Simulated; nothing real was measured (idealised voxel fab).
The process module that follows is named voxel gate over fins.
The cross-section on display is named cut; it measures 290 nm wide, and its cells are 5 nm squares.
Throughout this document, each cross-section is represented as a grid of square cells and is presented as a sequence of bands enumerated from the top downward, where a band comprises one or more rows of cells. Band: top height; bottom height; in nm. Then, left to right: material with width in nm, for each material. "throughout": a single material spanning edge to edge. "blank": empty space. We count height from 0. Below that, the starting wafer is all one material. The lowest band never ends at the bottom but goes on down; see "0..down" for how that is written. The width entry "30 to 40" should be interpreted row by row: the top row of cells in the band takes the first number, the bottom row takes the second number, and the change between adjacent rows is uniform throughout. For the purposes of this document, the phrase "nothing was modified" attached to a step denotes that no cell within the cross-section was modified by that step. For the entry "Closed internal voids", the listed items are empty spaces with no open way to the top whose size is 8 cells or more; each item follows the pattern width x height at distance, where distance is from the left edge and all three are in nm. Formally, on a step line, whatever follows the settings is a remark that the simulator itself makes on the step. When a step includes a mask, the "overlay nm" setting on its line states how far to the right of its planned place that mask lay, and negative values state how far to the left.
[Steps in the process plan]
step 1: RECEIVE (material Si)
step 2: CONFORMAL_DEP (material SiN; thk nm 5)
step 3: PATTERN (tone cover; mask id FINS; material resist; width nm 15; pitch nm 45; thk nm 15; overlay nm 0)
step 4: DIRECTIONAL_ETCH (etch materials SiN; depth nm 5)
step 5: DIRECTIONAL_ETCH (etch materials Si; depth nm 30)
step 6: STRIP (etch materials resist)
step 7: OXIDIZE (depth nm 5)
step 8: FILL_DEP (material SiO2; thk nm 5)
step 9: CMP (height nm 5)
step 10: SELECTIVE_ETCH (etch materials SiO2; depth nm 15)
step 11: STRIP (etch materials SiN)
step 12: CONFORMAL_DEP (material HfO2; thk nm 5)
step 13: CONFORMAL_DEP (material TiN; thk nm 5)
step 14: FILL_DEP (material W; thk nm 15)
step 15: CMP (height nm 20)
step 16: CONFORMAL_DEP (material SiCN; thk nm 10)
[Cross-sectional view of the wafer in its as-received condition, corresponding to the state after step 1]
- 0..down | Si throughout
- Closed internal voids: none
[Cross-section taken at module completion on the first of two wafers; processed per the plan]
- 30..20 | SiCN throughout
- 20..10 | W throughout
- 10..5 | 85 of W, then 25 of TiN, then 20 of W, then 25 of TiN, then 20 of W, then 25 of TiN, then 90 of W
- 5..0 | 85 of W, then 5 of TiN, then 15 of HfO2, then 5 of TiN, then 20 of W, then 5 of TiN, then 15 of HfO2, then 5 of TiN, then 20 of W, then 5 of TiN, then 15 of HfO2, then 5 of TiN, then 90 of W
- 0..-5 | 90 of TiN, then 5 of HfO2, then 5 of Si, then 5 of HfO2, then 30 of TiN, then 5 of HfO2, then 5 of Si, then 5 of HfO2, then 30 of TiN, then 5 of HfO2, then 5 of Si, then 5 of HfO2, then 95 of TiN
- -5..-10 | 95 of HfO2, then 5 of Si, then 40 of HfO2, then 5 of Si, then 40 of HfO2, then 5 of Si, then 100 of HfO2
- -10..-35 | 95 of SiO2, then 5 of Si, then 40 of SiO2, then 5 of Si, then 40 of SiO2, then 5 of Si, then 100 of SiO2
- -35..down | Si throughout
- Closed internal voids: none
[Wafer two (of two), end-of-module cross-section: start = wafer one, plan = wafer one, one run mistake]
- 30..20 | SiCN throughout
- 20..10 | W throughout
- 10..5 | 95 of TiN, then 5 of W, then 40 of TiN, then 5 of W, then 40 of TiN, then 5 of W, then 100 of TiN
- 5..0 | 90 of HfO2, then 5 of TiN, then 5 of W, then 5 of TiN, then 30 of HfO2, then 5 of TiN, then 5 of W, then 5 of TiN, then 30 of HfO2, then 5 of TiN, then 5 of W, then 5 of TiN, then 95 of HfO2
- 0..-5 | 85 of Si, then 5 of HfO2, then 15 of TiN, then 5 of HfO2, then 20 of Si, then 5 of HfO2, then 15 of TiN, then 5 of HfO2, then 20 of Si, then 5 of HfO2, then 15 of TiN, then 5 of HfO2, then 90 of Si
- -5..-10 | 85 of Si, then 25 of HfO2, then 20 of Si, then 25 of HfO2, then 20 of Si, then 25 of HfO2, then 90 of Si
- -10..-35 | 85 of Si, then 25 of SiO2, then 20 of Si, then 25 of SiO2, then 20 of Si, then 25 of SiO2, then 90 of Si
- -35..down | Si throughout
- Closed internal voids: none
Error vs. plan: step 3: run off-plan, actual operation and settings PATTERN (tone open; mask id FINS; material resist; width nm 15; pitch nm 45; thk nm 15; overlay nm 0)
Wrapping up, a cell-based count of both wafers puts the second over or under the first for these materials: Si +280 | SiO2 -200 | W -80
